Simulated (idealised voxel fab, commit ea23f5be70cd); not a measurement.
process module | voxel gate over fins
cross-section cut | 260 nm wide | cells 5 nm
A cross-section is a grid of square cells, given in bands from the top down. A band is one or more rows of cells.
Each band's line starts with the height of the band's top and of its bottom, in nm. Then come its materials from left to right, each with its width in nm. One material with "throughout" fills the band from edge to edge. "air" is empty space.
Height 0 is the level under which the wafer as received is all one material. The lowest band goes on downwards, as in "0 down".
A width such as "30 to 40" changes by the same amount from each row of cells to the next, from the band's top row to its bottom row.
"no change" after a step means that no cell of the cross-section changed.
closed voids: empty space of 8 cells or more with no open way to the top, each as width x height at its distance from the left edge, in nm
after a step's settings: what the simulator itself notes on the step
overlay nm, on a step with a mask: how far to the right of its planned place the mask lay; to the left if negative
plan
1 op RECEIVE | material Si
2 op CONFORMAL_DEP | material SiN | thk nm 5
3 op PATTERN | tone cover | mask id FINS | material resist | width nm 15 | pitch nm 60 | thk nm 20 | overlay nm 0
4 op DIRECTIONAL_ETCH | etch materials SiN | depth nm 5
5 op DIRECTIONAL_ETCH | etch materials Si | depth nm 40
6 op STRIP | etch materials resist
7 op OXIDIZE | depth nm 5
8 op FILL_DEP | material SiO2 | thk nm 10
9 op CMP | height nm 5
10 op PATTERN | tone open | mask id RAIL | material resist | width nm 15 | thk nm 15 | overlay nm 0
11 op DIRECTIONAL_ETCH | etch materials SiO2 | depth nm 40
12 op STRIP | etch materials resist
13 op CONFORMAL_DEP | material TiN | thk nm 5
14 op FILL_DEP | material Ru | thk nm 5
15 op CMP | height nm 5
16 op SELECTIVE_ETCH | etch materials W Ru TiN | depth nm 30
17 op FILL_DEP | material SiO2 | thk nm 5
18 op CMP | height nm 5
19 op SELECTIVE_ETCH | etch materials SiO2 | depth nm 20
20 op STRIP | etch materials SiN
21 op CONFORMAL_DEP | material HfO2 | thk nm 5
22 op CONFORMAL_DEP | material TiN | thk nm 5
23 op CONFORMAL_DEP | material TiAl | thk nm 5
24 op CONFORMAL_DEP | material TiN | thk nm 5
25 op FILL_DEP | material W | thk nm 15
26 op CMP | height nm 30
27 op CONFORMAL_DEP | material SiCN | thk nm 10
as received, after step 1
  0 down: Si throughout
  closed voids: none
first wafer at the end, as planned
  40 to 30: SiCN throughout
  30 to 20: W throughout
  20 to 15: W 45 | TiN 45 | W 15 | TiN 45 | W 15 | TiN 45 | W 50
  15 to 10: W 45 | TiN 5 | TiAl 35 | TiN 5 | W 15 | TiN 5 | TiAl 35 | TiN 5 | W 15 | TiN 5 | TiAl 35 | TiN 5 | W 50
  10 to 5: W 45 | TiN 5 | TiAl 5 | TiN 25 | TiAl 5 | TiN 5 | W 15 | TiN 5 | TiAl 5 | TiN 25 | TiAl 5 | TiN 5 | W 15 | TiN 5 | TiAl 5 | TiN 25 | TiAl 5 | TiN 5 | W 50
  5 to 0: TiN 50 | TiAl 5 | TiN 5 | HfO2 15 | TiN 5 | TiAl 5 | TiN 25 | TiAl 5 | TiN 5 | HfO2 15 | TiN 5 | TiAl 5 | TiN 25 | TiAl 5 | TiN 5 | HfO2 15 | TiN 5 | TiAl 5 | TiN 55
  0 to -5: TiAl 55 | TiN 5 | HfO2 5 | Si 5 | HfO2 5 | TiN 5 | TiAl 35 | TiN 5 | HfO2 5 | Si 5 | HfO2 5 | TiN 5 | TiAl 35 | TiN 5 | HfO2 5 | Si 5 | HfO2 5 | TiN 5 | TiAl 60
  -5 to -10: TiN 60 | HfO2 5 | Si 5 | HfO2 5 | TiN 45 | HfO2 5 | Si 5 | HfO2 5 | TiN 45 | HfO2 5 | Si 5 | HfO2 5 | TiN 65
  -10 to -15: HfO2 65 | Si 5 | HfO2 55 | Si 5 | HfO2 55 | Si 5 | HfO2 70
  -15 to -25: SiO2 65 | Si 5 | SiO2 55 | Si 5 | SiO2 55 | Si 5 | SiO2 70
  -25 to -30: SiO2 65 | Si 5 | SiO2 20 | TiN 5 | Ru 5 | TiN 5 | SiO2 20 | Si 5 | SiO2 55 | Si 5 | SiO2 70
  -30 to -35: SiO2 65 | Si 5 | SiO2 20 | TiN 15 | SiO2 20 | Si 5 | SiO2 55 | Si 5 | SiO2 70
  -35 to -45: SiO2 65 | Si 5 | SiO2 55 | Si 5 | SiO2 55 | Si 5 | SiO2 70
  -45 down: Si throughout
  closed voids: none
second wafer at the end: like start, like plan, one mistake
  40 to 30: SiCN throughout
  30 to 20: W throughout
  20 to 15: TiN throughout
  15 to 10: TiAl throughout
  10 to 5: TiN 65 | TiAl 5 | TiN 55 | TiAl 5 | TiN 55 | TiAl 5 | TiN 70
  5 to 0: HfO2 60 | TiN 5 | TiAl 5 | TiN 5 | HfO2 45 | TiN 5 | TiAl 5 | TiN 5 | HfO2 45 | TiN 5 | TiAl 5 | TiN 5 | HfO2 65
  0 to -5: Si 55 | HfO2 5 | TiN 5 | TiAl 5 | TiN 5 | HfO2 5 | Si 35 | HfO2 5 | TiN 5 | TiAl 5 | TiN 5 | HfO2 5 | Si 35 | HfO2 5 | TiN 5 | TiAl 5 | TiN 5 | HfO2 5 | Si 60
  -5 to -10: Si 55 | HfO2 5 | TiN 15 | HfO2 5 | Si 35 | HfO2 5 | TiN 15 | HfO2 5 | Si 35 | HfO2 5 | TiN 15 | HfO2 5 | Si 60
  -10 to -15: Si 55 | HfO2 25 | Si 35 | HfO2 25 | Si 35 | HfO2 25 | Si 60
  -15 to -45: Si 55 | SiO2 25 | Si 35 | SiO2 25 | Si 35 | SiO2 25 | Si 60
  -45 down: Si throughout
  closed voids: none
what went wrong: step 3 ran as: op PATTERN | tone open | mask id FINS | material resist | width nm 15 | pitch nm 60 | thk nm 20 | overlay nm 0
at the end the second wafer has, in cells: 1 fewer of Ru | 306 more of Si | 198 fewer of SiO2 | 9 fewer of TiAl | 23 fewer of TiN | 75 fewer of W
